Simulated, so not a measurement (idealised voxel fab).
Process module heading - voxel transistor to metal
FYI the section here is cut, 205 nm wide, cells are 5 nm squares.
Think of the cross-section as a grid of square cells. We describe it in bands, top to bottom, and each band covers one or more rows of those cells.
Quick guide to a band line: top height, bottom height (nm) up front; then every material left to right with its width in nm. Only one material and it's marked "full width"? Then it fills the band edge to edge. And "empty" just means empty space.
Ref level 0: as-received wafer is one material below here. Bottom band extends down with no lower bound ("0 -> down").
The two numbers in a width such as "30..40" mark its ends across the band: the first belongs to the top row of cells, the second to the bottom row, and from each row to the next the width moves by the same amount.
A step reported as "same as before" is a step in which no cell of the cross-section changed.
Look at "Trapped voids" for the closed voids: empty spaces with no open path to the top, sized 8 cells or up. Each is width x height at distance, distance from the left edge, all nm.
That trailing text on a step's line, after the settings, is the simulator's own remark on the step.
overlay nm: for a step with a mask, the amount by which the mask lay right of where it was planned; a negative amount means left of it.

# Planned step list for the process
| 1 | RECEIVE (material Si) |
| 2 | CONFORMAL_DEP (material SiO2; thk nm 5) |
| 3 | CONFORMAL_DEP (material SiN; thk nm 10) |
| 4 | MASKED_ETCH (tone cover; mask id ACTIVE; width nm 110; etch materials SiN; depth nm 10; overlay nm 0) |
| 5 | MASKED_ETCH (tone cover; mask id ACTIVE; width nm 110; etch materials SiO2; depth nm 5; overlay nm 0) |
| 6 | MASKED_ETCH (tone cover; mask id ACTIVE; width nm 110; etch materials Si; depth nm 25; overlay nm 0) |
| 7 | FILL_DEP (material SiO2; thk nm 15) |
| 8 | CMP (height nm 15) |
| 9 | SELECTIVE_ETCH (etch materials SiO2; depth nm 5) |
| 10 | STRIP (etch materials SiN) |
| 11 | SELECTIVE_ETCH (etch materials SiO2; depth nm 5) |
| 12 | OXIDIZE (depth nm 5) |
| 13 | DIRECTIONAL_DEP (material polySi; thk nm 20) |
| 14 | DIRECTIONAL_DEP (material SiCN; thk nm 10) |
| 15 | MASKED_ETCH (tone cover; mask id GATE; width nm 20; etch materials SiCN; depth nm 20; overlay nm 0) |
| 16 | MASKED_ETCH (tone cover; mask id GATE; width nm 20; etch materials polySi; depth nm 30; overlay nm 0) |
| 17 | CONFORMAL_DEP (material SiN; thk nm 10) |
| 18 | DIRECTIONAL_ETCH (etch materials SiN; depth nm 10) |
| 19 | DIRECTIONAL_ETCH (etch materials SiO2; depth nm 5) |
| 20 | DIRECTIONAL_ETCH (etch materials Si; depth nm 5) |
| 21 | EPI (material SiGe; thk nm 5) |
| 22 | FILL_DEP (material SiO2; thk nm 5) |
| 23 | CMP (height nm 30) |
| 24 | DIRECTIONAL_DEP (material SiO2; thk nm 15) |
| 25 | PATTERN (tone open; mask id CONTACT; material resist; width nm 20; pitch nm 80; thk nm 15; overlay nm 0) |
| 26 | DIRECTIONAL_ETCH (etch materials SiO2; depth nm 50) |
| 27 | STRIP (etch materials resist) |
| 28 | CONFORMAL_DEP (material TiN; thk nm 5) |
| 29 | FILL_DEP (material W; thk nm 5) |
| 30 | CMP (height nm 45) |
| 31 | CONFORMAL_DEP (material SiCN; thk nm 5) |
| 32 | DIRECTIONAL_DEP (material lowk; thk nm 25) |
| 33 | MASKED_ETCH (tone open; mask id METAL_1; width nm 20; pitch nm 80; etch materials lowk; depth nm 25; overlay nm 0) |
| 34 | MASKED_ETCH (tone open; mask id METAL_1; width nm 20; pitch nm 80; etch materials SiCN; depth nm 5; overlay nm 0) |
| 35 | CONFORMAL_DEP (material TiN; thk nm 5) |
| 36 | FILL_DEP (material Cu; thk nm 10) |
| 37 | CMP (height nm 75) |
| 38 | CONFORMAL_DEP (material SiCN; thk nm 5) |
| 39 | DIRECTIONAL_DEP (material SiO2; thk nm 30) |
| 40 | MASKED_ETCH (tone open; mask id METAL_2; width nm 20; pitch nm 80; etch materials SiO2; depth nm 15; overlay nm 0) |
| 41 | MASKED_ETCH (tone open; mask id METAL_2_HOLES; width nm 15; pitch nm 80; etch materials SiO2; depth nm 15; overlay nm 0) |
| 42 | MASKED_ETCH (tone open; mask id METAL_2_HOLES; width nm 15; pitch nm 80; etch materials SiCN; depth nm 5; overlay nm 0) |
| 43 | CONFORMAL_DEP (material TiN; thk nm 5) |
| 44 | FILL_DEP (material Cu; thk nm 10) |
| 45 | CMP (height nm 110) |
| 46 | CONFORMAL_DEP (material SiCN; thk nm 5) |

# First wafer out of two, processed as planned

# Here's what the wafer looked like in cross-section when it arrived - that's after step 1
  0 -> down | Si full width
  Trapped voids: none

# You're looking at a cross-section of the wafer after step 2
  5 -> 0 | SiO2 full width
  No changes below 0.

# You're looking at a cross-section of the wafer after step 3
  15 -> 5 | SiN full width
  No changes below 5.

# You're looking at a cross-section of the wafer after step 4
  15 -> 5 | 45 empty / 110 SiN / 50 empty
  No changes below 5.

# You're looking at a cross-section of the wafer after step 5
  15 -> 5 | 45 empty / 110 SiN / 50 empty
  5 -> 0 | 45 empty / 110 SiO2 / 50 empty
  No changes below 0.

# You're looking at a cross-section of the wafer after step 6
  15 -> 5 | 45 empty / 110 SiN / 50 empty
  5 -> 0 | 45 empty / 110 SiO2 / 50 empty
  0 -> -25 | 45 empty / 110 Si / 50 empty
  No changes below -25.

# You're looking at a cross-section of the wafer after step 7
  30 -> 15 | SiO2 full width
  15 -> 5 | 45 SiO2 / 110 SiN / 50 SiO2
  5 -> 0 | SiO2 full width
  0 -> -25 | 45 SiO2 / 110 Si / 50 SiO2
  No changes below -25.

# You're looking at a cross-section of the wafer after step 8
  15 -> 5 | 45 SiO2 / 110 SiN / 50 SiO2
  No changes below 5.

# You're looking at a cross-section of the wafer after step 9
  15 -> 10 | 45 empty / 110 SiN / 50 empty
  No changes below 10.

# You're looking at a cross-section of the wafer after step 10
  10 -> 5 | 45 SiO2 / 110 empty / 50 SiO2
  No changes below 5.

# You're looking at a cross-section of the wafer after step 11
  5 -> 0 | 40 SiO2 / 120 empty / 45 SiO2
  No changes below 0.

# You're looking at a cross-section of the wafer after step 12
  5 -> 0 | 40 SiO2 / 120 empty / 45 SiO2
  0 -> -5 | SiO2 full width
  No changes below -5.

# You're looking at a cross-section of the wafer after step 13
  25 -> 20 | 40 polySi / 120 empty / 45 polySi
  20 -> 5 | polySi full width
  5 -> 0 | 40 SiO2 / 120 polySi / 45 SiO2
  No changes below 0.

# You're looking at a cross-section of the wafer after step 14
  35 -> 30 | 40 SiCN / 120 empty / 45 SiCN
  30 -> 25 | SiCN full width
  25 -> 20 | 40 polySi / 120 SiCN / 45 polySi
  No changes below 20.

# You're looking at a cross-section of the wafer after step 15
  30 -> 25 | 90 empty / 20 SiCN / 95 empty
  25 -> 20 | 40 polySi / 50 empty / 20 SiCN / 50 empty / 45 polySi
  No changes below 20.

# You're looking at a cross-section of the wafer after step 16
  30 -> 20 | 90 empty / 20 SiCN / 95 empty
  20 -> 5 | 90 empty / 20 polySi / 95 empty
  5 -> 0 | 40 SiO2 / 50 empty / 20 polySi / 50 empty / 45 SiO2
  No changes below 0.

# You're looking at a cross-section of the wafer after step 17
  40 -> 30 | 80 empty / 40 SiN / 85 empty
  30 -> 20 | 80 empty / 10 SiN / 20 SiCN / 10 SiN / 85 empty
  20 -> 15 | 80 empty / 10 SiN / 20 polySi / 10 SiN / 85 empty
  15 -> 10 | 50 SiN / 30 empty / 10 SiN / 20 polySi / 10 SiN / 30 empty / 55 SiN
  10 -> 5 | 90 SiN / 20 polySi / 95 SiN
  5 -> 0 | 40 SiO2 / 50 SiN / 20 polySi / 50 SiN / 45 SiO2
  No changes below 0.

# You're looking at a cross-section of the wafer after step 18
  30 -> 20 | 80 empty / 10 SiN / 20 SiCN / 10 SiN / 85 empty
  20 -> 5 | 80 empty / 10 SiN / 20 polySi / 10 SiN / 85 empty
  5 -> 0 | 40 SiO2 / 10 SiN / 30 empty / 10 SiN / 20 polySi / 10 SiN / 30 empty / 10 SiN / 45 SiO2
  No changes below 0.

# You're looking at a cross-section of the wafer after step 19
  30 -> 20 | 80 empty / 10 SiN / 20 SiCN / 10 SiN / 85 empty
  20 -> 5 | 80 empty / 10 SiN / 20 polySi / 10 SiN / 85 empty
  5 -> 0 | 40 empty / 10 SiN / 30 empty / 10 SiN / 20 polySi / 10 SiN / 30 empty / 10 SiN / 45 empty
  0 -> -5 | 50 SiO2 / 30 empty / 40 SiO2 / 30 empty / 55 SiO2
  No changes below -5.

# You're looking at a cross-section of the wafer after step 20
  30 -> 20 | 80 empty / 10 SiN / 20 SiCN / 10 SiN / 85 empty
  20 -> 5 | 80 empty / 10 SiN / 20 polySi / 10 SiN / 85 empty
  5 -> 0 | 40 empty / 10 SiN / 30 empty / 10 SiN / 20 polySi / 10 SiN / 30 empty / 10 SiN / 45 empty
  0 -> -5 | 50 SiO2 / 30 empty / 40 SiO2 / 30 empty / 55 SiO2
  -5 -> -10 | 45 SiO2 / 5 Si / 30 empty / 40 Si / 30 empty / 5 Si / 50 SiO2
  No changes below -10.

# You're looking at a cross-section of the wafer after step 21
  30 -> 20 | 80 empty / 10 SiN / 20 SiCN / 10 SiN / 85 empty
  20 -> 5 | 80 empty / 10 SiN / 20 polySi / 10 SiN / 85 empty
  5 -> 0 | 40 empty / 10 SiN / 30 empty / 10 SiN / 20 polySi / 10 SiN / 30 empty / 10 SiN / 45 empty
  0 -> -5 | 50 SiO2 / 5 SiGe / 20 empty / 5 SiGe / 40 SiO2 / 5 SiGe / 20 empty / 5 SiGe / 55 SiO2
  -5 -> -10 | 45 SiO2 / 5 Si / 30 SiGe / 40 Si / 30 SiGe / 5 Si / 50 SiO2
  No changes below -10.

# You're looking at a cross-section of the wafer after step 22
  35 -> 30 | SiO2 full width
  30 -> 20 | 80 SiO2 / 10 SiN / 20 SiCN / 10 SiN / 85 SiO2
  20 -> 5 | 80 SiO2 / 10 SiN / 20 polySi / 10 SiN / 85 SiO2
  5 -> 0 | 40 SiO2 / 10 SiN / 30 SiO2 / 10 SiN / 20 polySi / 10 SiN / 30 SiO2 / 10 SiN / 45 SiO2
  0 -> -5 | 50 SiO2 / 5 SiGe / 20 SiO2 / 5 SiGe / 40 SiO2 / 5 SiGe / 20 SiO2 / 5 SiGe / 55 SiO2
  No changes below -5.

# You're looking at a cross-section of the wafer after step 23
  30 -> 20 | 80 SiO2 / 10 SiN / 20 SiCN / 10 SiN / 85 SiO2
  No changes below 20.

# You're looking at a cross-section of the wafer after step 24
  45 -> 30 | SiO2 full width
  No changes below 30.

# You're looking at a cross-section of the wafer after step 25
  60 -> 45 | 50 resist / 20 empty / 60 resist / 20 empty / 55 resist
  No changes below 45.

# You're looking at a cross-section of the wafer after step 26
  60 -> 45 | 50 resist / 20 empty / 60 resist / 20 empty / 55 resist
  45 -> 30 | 50 SiO2 / 20 empty / 60 SiO2 / 20 empty / 55 SiO2
  30 -> 20 | 50 SiO2 / 20 empty / 10 SiO2 / 10 SiN / 20 SiCN / 10 SiN / 10 SiO2 / 20 empty / 55 SiO2
  20 -> 5 | 50 SiO2 / 20 empty / 10 SiO2 / 10 SiN / 20 polySi / 10 SiN / 10 SiO2 / 20 empty / 55 SiO2
  5 -> 0 | 40 SiO2 / 10 SiN / 20 empty / 10 SiO2 / 10 SiN / 20 polySi / 10 SiN / 10 SiO2 / 20 empty / 10 SiN / 45 SiO2
  0 -> -5 | 50 SiO2 / 5 SiGe / 15 empty / 5 SiO2 / 5 SiGe / 40 SiO2 / 5 SiGe / 5 SiO2 / 15 empty / 5 SiGe / 55 SiO2
  No changes below -5.

# You're looking at a cross-section of the wafer after step 27
  45 -> 30 | 50 SiO2 / 20 empty / 60 SiO2 / 20 empty / 55 SiO2
  No changes below 30.

# You're looking at a cross-section of the wafer after step 28
  50 -> 45 | 55 TiN / 10 empty / 70 TiN / 10 empty / 60 TiN
  45 -> 30 | 50 SiO2 / 5 TiN / 10 empty / 5 TiN / 60 SiO2 / 5 TiN / 10 empty / 5 TiN / 55 SiO2
  30 -> 20 | 50 SiO2 / 5 TiN / 10 empty / 5 TiN / 10 SiO2 / 10 SiN / 20 SiCN / 10 SiN / 10 SiO2 / 5 TiN / 10 empty / 5 TiN / 55 SiO2
  20 -> 5 | 50 SiO2 / 5 TiN / 10 empty / 5 TiN / 10 SiO2 / 10 SiN / 20 polySi / 10 SiN / 10 SiO2 / 5 TiN / 10 empty / 5 TiN / 55 SiO2
  5 -> 0 | 40 SiO2 / 10 SiN / 10 TiN / 5 empty / 5 TiN / 10 SiO2 / 10 SiN / 20 polySi / 10 SiN / 10 SiO2 / 5 TiN / 5 empty / 10 TiN / 10 SiN / 45 SiO2
  0 -> -5 | 50 SiO2 / 5 SiGe / 15 TiN / 5 SiO2 / 5 SiGe / 40 SiO2 / 5 SiGe / 5 SiO2 / 15 TiN / 5 SiGe / 55 SiO2
  No changes below -5.

# You're looking at a cross-section of the wafer after step 29
  55 -> 50 | W full width
  50 -> 45 | 55 TiN / 10 W / 70 TiN / 10 W / 60 TiN
  45 -> 30 | 50 SiO2 / 5 TiN / 10 W / 5 TiN / 60 SiO2 / 5 TiN / 10 W / 5 TiN / 55 SiO2
  30 -> 20 | 50 SiO2 / 5 TiN / 10 W / 5 TiN / 10 SiO2 / 10 SiN / 20 SiCN / 10 SiN / 10 SiO2 / 5 TiN / 10 W / 5 TiN / 55 SiO2
  20 -> 5 | 50 SiO2 / 5 TiN / 10 W / 5 TiN / 10 SiO2 / 10 SiN / 20 polySi / 10 SiN / 10 SiO2 / 5 TiN / 10 W / 5 TiN / 55 SiO2
  5 -> 0 | 40 SiO2 / 10 SiN / 10 TiN / 5 W / 5 TiN / 10 SiO2 / 10 SiN / 20 polySi / 10 SiN / 10 SiO2 / 5 TiN / 5 W / 10 TiN / 10 SiN / 45 SiO2
  No changes below 0.

# You're looking at a cross-section of the wafer after step 30
  45 -> 30 | 50 SiO2 / 5 TiN / 10 W / 5 TiN / 60 SiO2 / 5 TiN / 10 W / 5 TiN / 55 SiO2
  No changes below 30.

# You're looking at a cross-section of the wafer after step 31
  50 -> 45 | SiCN full width
  No changes below 45.

# You're looking at a cross-section of the wafer after step 32
  75 -> 50 | lowk full width
  No changes below 50.

# You're looking at a cross-section of the wafer after step 33
  75 -> 50 | 50 lowk / 20 empty / 60 lowk / 20 empty / 55 lowk
  No changes below 50.

# You're looking at a cross-section of the wafer after step 34
  75 -> 50 | 50 lowk / 20 empty / 60 lowk / 20 empty / 55 lowk
  50 -> 45 | 50 SiCN / 20 empty / 60 SiCN / 20 empty / 55 SiCN
  No changes below 45.

# You're looking at a cross-section of the wafer after step 35
  80 -> 75 | 55 TiN / 10 empty / 70 TiN / 10 empty / 60 TiN
  75 -> 50 | 50 lowk / 5 TiN / 10 empty / 5 TiN / 60 lowk / 5 TiN / 10 empty / 5 TiN / 55 lowk
  50 -> 45 | 50 SiCN / 20 TiN / 60 SiCN / 20 TiN / 55 SiCN
  No changes below 45.

# You're looking at a cross-section of the wafer after step 36
  90 -> 80 | Cu full width
  80 -> 75 | 55 TiN / 10 Cu / 70 TiN / 10 Cu / 60 TiN
  75 -> 50 | 50 lowk / 5 TiN / 10 Cu / 5 TiN / 60 lowk / 5 TiN / 10 Cu / 5 TiN / 55 lowk
  No changes below 50.

# You're looking at a cross-section of the wafer after step 37
  75 -> 50 | 50 lowk / 5 TiN / 10 Cu / 5 TiN / 60 lowk / 5 TiN / 10 Cu / 5 TiN / 55 lowk
  No changes below 50.

# You're looking at a cross-section of the wafer after step 38
  80 -> 75 | SiCN full width
  No changes below 75.

# You're looking at a cross-section of the wafer after step 39
  110 -> 80 | SiO2 full width
  No changes below 80.

# You're looking at a cross-section of the wafer after step 40
  110 -> 95 | 50 SiO2 / 20 empty / 60 SiO2 / 20 empty / 55 SiO2
  No changes below 95.

# You're looking at a cross-section of the wafer after step 41
  110 -> 95 | 50 SiO2 / 20 empty / 60 SiO2 / 20 empty / 55 SiO2
  95 -> 80 | 50 SiO2 / 15 empty / 65 SiO2 / 15 empty / 60 SiO2
  No changes below 80.

# You're looking at a cross-section of the wafer after step 42
  110 -> 95 | 50 SiO2 / 20 empty / 60 SiO2 / 20 empty / 55 SiO2
  95 -> 80 | 50 SiO2 / 15 empty / 65 SiO2 / 15 empty / 60 SiO2
  80 -> 75 | 50 SiCN / 15 empty / 65 SiCN / 15 empty / 60 SiCN
  No changes below 75.

# You're looking at a cross-section of the wafer after step 43
  115 -> 110 | 55 TiN / 10 empty / 70 TiN / 10 empty / 60 TiN
  110 -> 100 | 50 SiO2 / 5 TiN / 10 empty / 5 TiN / 60 SiO2 / 5 TiN / 10 empty / 5 TiN / 55 SiO2
  100 -> 95 | 50 SiO2 / 5 TiN / 5 empty / 10 TiN / 60 SiO2 / 5 TiN / 5 empty / 10 TiN / 55 SiO2
  95 -> 80 | 50 SiO2 / 5 TiN / 5 empty / 5 TiN / 65 SiO2 / 5 TiN / 5 empty / 5 TiN / 60 SiO2
  80 -> 75 | 50 SiCN / 15 TiN / 65 SiCN / 15 TiN / 60 SiCN
  No changes below 75.

# You're looking at a cross-section of the wafer after step 44
  125 -> 115 | Cu full width
  115 -> 110 | 55 TiN / 10 Cu / 70 TiN / 10 Cu / 60 TiN
  110 -> 100 | 50 SiO2 / 5 TiN / 10 Cu / 5 TiN / 60 SiO2 / 5 TiN / 10 Cu / 5 TiN / 55 SiO2
  100 -> 95 | 50 SiO2 / 5 TiN / 5 Cu / 10 TiN / 60 SiO2 / 5 TiN / 5 Cu / 10 TiN / 55 SiO2
  95 -> 80 | 50 SiO2 / 5 TiN / 5 Cu / 5 TiN / 65 SiO2 / 5 TiN / 5 Cu / 5 TiN / 60 SiO2
  No changes below 80.

# You're looking at a cross-section of the wafer after step 45
  110 -> 100 | 50 SiO2 / 5 TiN / 10 Cu / 5 TiN / 60 SiO2 / 5 TiN / 10 Cu / 5 TiN / 55 SiO2
  No changes below 100.

# You're looking at a cross-section of the wafer after step 46
  115 -> 110 | SiCN full width
  No changes below 110.

# Second wafer. Start and plan as for the first. One mistake made in running. Agrees with the first up to and including step 24

# Cross-section of the second wafer at the time step 25 of the plan should have ended
  60 -> 45 | 55 resist / 15 empty / 65 resist / 15 empty / 55 resist
  No changes below 45.

# Cross-section of the second wafer at the time step 26 of the plan should have ended
  60 -> 45 | 55 resist / 15 empty / 65 resist / 15 empty / 55 resist
  45 -> 30 | 55 SiO2 / 15 empty / 65 SiO2 / 15 empty / 55 SiO2
  30 -> 20 | 55 SiO2 / 15 empty / 10 SiO2 / 10 SiN / 20 SiCN / 10 SiN / 15 SiO2 / 15 empty / 55 SiO2
  20 -> 5 | 55 SiO2 / 15 empty / 10 SiO2 / 10 SiN / 20 polySi / 10 SiN / 15 SiO2 / 15 empty / 55 SiO2
  5 -> 0 | 40 SiO2 / 10 SiN / 5 SiO2 / 15 empty / 10 SiO2 / 10 SiN / 20 polySi / 10 SiN / 15 SiO2 / 15 empty / 10 SiN / 45 SiO2
  0 -> -5 | 50 SiO2 / 5 SiGe / 15 empty / 5 SiO2 / 5 SiGe / 40 SiO2 / 5 SiGe / 10 SiO2 / 10 empty / 5 SiGe / 55 SiO2
  No changes below -5.

# Cross-section of the second wafer at the time step 27 of the plan should have ended
  45 -> 30 | 55 SiO2 / 15 empty / 65 SiO2 / 15 empty / 55 SiO2
  No changes below 30.

# Cross-section of the second wafer at the time step 28 of the plan should have ended
  50 -> 45 | 60 TiN / 5 empty / 75 TiN / 5 empty / 60 TiN
  45 -> 30 | 55 SiO2 / 5 TiN / 5 empty / 5 TiN / 65 SiO2 / 5 TiN / 5 empty / 5 TiN / 55 SiO2
  30 -> 20 | 55 SiO2 / 5 TiN / 5 empty / 5 TiN / 10 SiO2 / 10 SiN / 20 SiCN / 10 SiN / 15 SiO2 / 5 TiN / 5 empty / 5 TiN / 55 SiO2
  20 -> 5 | 55 SiO2 / 5 TiN / 5 empty / 5 TiN / 10 SiO2 / 10 SiN / 20 polySi / 10 SiN / 15 SiO2 / 5 TiN / 5 empty / 5 TiN / 55 SiO2
  5 -> 0 | 40 SiO2 / 10 SiN / 5 SiO2 / 5 TiN / 5 empty / 5 TiN / 10 SiO2 / 10 SiN / 20 polySi / 10 SiN / 15 SiO2 / 15 TiN / 10 SiN / 45 SiO2
  0 -> -5 | 50 SiO2 / 5 SiGe / 15 TiN / 5 SiO2 / 5 SiGe / 40 SiO2 / 5 SiGe / 10 SiO2 / 10 TiN / 5 SiGe / 55 SiO2
  No changes below -5.

# Cross-section of the second wafer at the time step 29 of the plan should have ended
  55 -> 50 | W full width
  50 -> 45 | 60 TiN / 5 W / 75 TiN / 5 W / 60 TiN
  45 -> 30 | 55 SiO2 / 5 TiN / 5 W / 5 TiN / 65 SiO2 / 5 TiN / 5 W / 5 TiN / 55 SiO2
  30 -> 20 | 55 SiO2 / 5 TiN / 5 W / 5 TiN / 10 SiO2 / 10 SiN / 20 SiCN / 10 SiN / 15 SiO2 / 5 TiN / 5 W / 5 TiN / 55 SiO2
  20 -> 5 | 55 SiO2 / 5 TiN / 5 W / 5 TiN / 10 SiO2 / 10 SiN / 20 polySi / 10 SiN / 15 SiO2 / 5 TiN / 5 W / 5 TiN / 55 SiO2
  5 -> 0 | 40 SiO2 / 10 SiN / 5 SiO2 / 5 TiN / 5 W / 5 TiN / 10 SiO2 / 10 SiN / 20 polySi / 10 SiN / 15 SiO2 / 15 TiN / 10 SiN / 45 SiO2
  No changes below 0.

# Cross-section of the second wafer at the time step 30 of the plan should have ended
  45 -> 30 | 55 SiO2 / 5 TiN / 5 W / 5 TiN / 65 SiO2 / 5 TiN / 5 W / 5 TiN / 55 SiO2
  No changes below 30.

# Cross-section of the second wafer at the time step 31 of the plan should have ended
  50 -> 45 | SiCN full width
  No changes below 45.

# Cross-section of the second wafer at the time step 32 of the plan should have ended
  75 -> 50 | lowk full width
  No changes below 50.

# Cross-section of the second wafer at the time step 33 of the plan should have ended
  75 -> 50 | 50 lowk / 20 empty / 60 lowk / 20 empty / 55 lowk
  No changes below 50.

# Cross-section of the second wafer at the time step 34 of the plan should have ended
  75 -> 50 | 50 lowk / 20 empty / 60 lowk / 20 empty / 55 lowk
  50 -> 45 | 50 SiCN / 20 empty / 60 SiCN / 20 empty / 55 SiCN
  No changes below 45.

# Cross-section of the second wafer at the time step 35 of the plan should have ended
  80 -> 75 | 55 TiN / 10 empty / 70 TiN / 10 empty / 60 TiN
  75 -> 50 | 50 lowk / 5 TiN / 10 empty / 5 TiN / 60 lowk / 5 TiN / 10 empty / 5 TiN / 55 lowk
  50 -> 45 | 50 SiCN / 20 TiN / 60 SiCN / 20 TiN / 55 SiCN
  No changes below 45.

# Cross-section of the second wafer at the time step 36 of the plan should have ended
  90 -> 80 | Cu full width
  80 -> 75 | 55 TiN / 10 Cu / 70 TiN / 10 Cu / 60 TiN
  75 -> 50 | 50 lowk / 5 TiN / 10 Cu / 5 TiN / 60 lowk / 5 TiN / 10 Cu / 5 TiN / 55 lowk
  No changes below 50.

# Cross-section of the second wafer at the time step 37 of the plan should have ended
  75 -> 50 | 50 lowk / 5 TiN / 10 Cu / 5 TiN / 60 lowk / 5 TiN / 10 Cu / 5 TiN / 55 lowk
  No changes below 50.

# Cross-section of the second wafer at the time step 38 of the plan should have ended
  80 -> 75 | SiCN full width
  No changes below 75.

# Cross-section of the second wafer at the time step 39 of the plan should have ended
  110 -> 80 | SiO2 full width
  No changes below 80.

# Cross-section of the second wafer at the time step 40 of the plan should have ended
  110 -> 95 | 50 SiO2 / 20 empty / 60 SiO2 / 20 empty / 55 SiO2
  No changes below 95.

# Cross-section of the second wafer at the time step 41 of the plan should have ended
  110 -> 95 | 50 SiO2 / 20 empty / 60 SiO2 / 20 empty / 55 SiO2
  95 -> 80 | 50 SiO2 / 15 empty / 65 SiO2 / 15 empty / 60 SiO2
  No changes below 80.

# Cross-section of the second wafer at the time step 42 of the plan should have ended
  110 -> 95 | 50 SiO2 / 20 empty / 60 SiO2 / 20 empty / 55 SiO2
  95 -> 80 | 50 SiO2 / 15 empty / 65 SiO2 / 15 empty / 60 SiO2
  80 -> 75 | 50 SiCN / 15 empty / 65 SiCN / 15 empty / 60 SiCN
  No changes below 75.

# Cross-section of the second wafer at the time step 43 of the plan should have ended
  115 -> 110 | 55 TiN / 10 empty / 70 TiN / 10 empty / 60 TiN
  110 -> 100 | 50 SiO2 / 5 TiN / 10 empty / 5 TiN / 60 SiO2 / 5 TiN / 10 empty / 5 TiN / 55 SiO2
  100 -> 95 | 50 SiO2 / 5 TiN / 5 empty / 10 TiN / 60 SiO2 / 5 TiN / 5 empty / 10 TiN / 55 SiO2
  95 -> 80 | 50 SiO2 / 5 TiN / 5 empty / 5 TiN / 65 SiO2 / 5 TiN / 5 empty / 5 TiN / 60 SiO2
  80 -> 75 | 50 SiCN / 15 TiN / 65 SiCN / 15 TiN / 60 SiCN
  No changes below 75.

# Cross-section of the second wafer at the time step 44 of the plan should have ended
  125 -> 115 | Cu full width
  115 -> 110 | 55 TiN / 10 Cu / 70 TiN / 10 Cu / 60 TiN
  110 -> 100 | 50 SiO2 / 5 TiN / 10 Cu / 5 TiN / 60 SiO2 / 5 TiN / 10 Cu / 5 TiN / 55 SiO2
  100 -> 95 | 50 SiO2 / 5 TiN / 5 Cu / 10 TiN / 60 SiO2 / 5 TiN / 5 Cu / 10 TiN / 55 SiO2
  95 -> 80 | 50 SiO2 / 5 TiN / 5 Cu / 5 TiN / 65 SiO2 / 5 TiN / 5 Cu / 5 TiN / 60 SiO2
  No changes below 80.

# Cross-section of the second wafer at the time step 45 of the plan should have ended
  110 -> 100 | 50 SiO2 / 5 TiN / 10 Cu / 5 TiN / 60 SiO2 / 5 TiN / 10 Cu / 5 TiN / 55 SiO2
  No changes below 100.

# Cross-section of the second wafer at the time step 46 of the plan should have ended
  115 -> 110 | SiCN full width
  No changes below 110.
Misprocessing identified: planned and actual differ for step 25; actual: PATTERN (tone open; mask id CONTACT; material resist; width nm 15; pitch nm 80; thk nm 15; overlay nm 0)
At the finish, the second wafer shows more or fewer cells for some materials than the first does: SiO2: 19 more, TiN: 2 fewer, W: 17 fewer
